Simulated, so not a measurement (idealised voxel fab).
Herein follows the process module entitled voxel released beams.
Cross-section cut: width 185 nm, square cells of 5 nm.
How to read a cross-section here: the picture is a grid of square cells, written as bands going from the top down, and any band can span one or more rows of cells. The band entry comprises the height of the band's top followed by the height of its bottom, expressed in nm, and subsequently the band's materials from left to right, each stated together with its width in nm. Where a single material is marked with the word "edge to edge", that material fills the band from edge to edge. The word "blank" represents empty space. It should be noted that heights are counted from 0, beneath which the wafer as supplied is of one material throughout, and that the lowest band possesses no lower boundary but continues downward, as written in "0..down". Think of "30->40" as a width that walks from the first number to the second as you go down the band, top row to bottom row, taking equal-sized steps from row to row. Given "remained the same" for a step, no cell of the cross-section differs between before and after that step. "Unvented cavities" contains a list of empty spaces, each no smaller than 8 cells and without an open way to the top, written in the form width x height at distance with the distance from the left edge and all three in nm. Past the settings on a step's line: simulator remark, on that step. What "overlay nm" on a step's line means: if the step has a mask, that mask lay this far to the right of its planned place, or, when the value is negative, to the left.
## The process steps that were planned are listed below
1: op RECEIVE | material Si
2: op CONFORMAL_DEP | material SiN | thk nm 10
3: op DIRECTIONAL_DEP | material SiO2 | thk nm 10
4: op PATTERN | tone open | mask id ANCHOR | material resist | width nm 25 | thk nm 15 | overlay nm 0
5: op DIRECTIONAL_ETCH | etch materials SiO2 | depth nm 10
6: op STRIP | etch materials resist
7: op CONFORMAL_DEP | material TiN | thk nm 10
8: op MASKED_ETCH | tone cover | mask id BEAM | width nm 95 | etch materials TiN | depth nm 10 | overlay nm 0
9: op STRIP | etch materials SiO2
## As-received wafer cross-section (after step 1)
    0..down  Si edge to edge
    Unvented cavities: none
## End-of-module XS, first of two wafers, run as planned
    30..20  40 of blank, 15 of TiN, 5 of blank, 75 of TiN, 50 of blank
    20..10  45 of blank, 25 of TiN, 115 of blank
    10..0  SiN edge to edge
    0..down  Si edge to edge
    Unvented cavities: none
## Wafer two cross-section, module end. Start and plan unchanged from wafer one; one mistake made during the run
    30..20  40 of blank, 95 of TiN, 50 of blank
    20..10  TiN edge to edge
    10..0  SiN edge to edge
    0..down  Si edge to edge
    Unvented cavities: none
What was the processing mistake? rather than as planned, step 3 actually ran as op DIRECTIONAL_DEP | material TiN | thk nm 10
Final tally in cells, some materials are higher or lower on the second wafer than on the first: 66 more of TiN
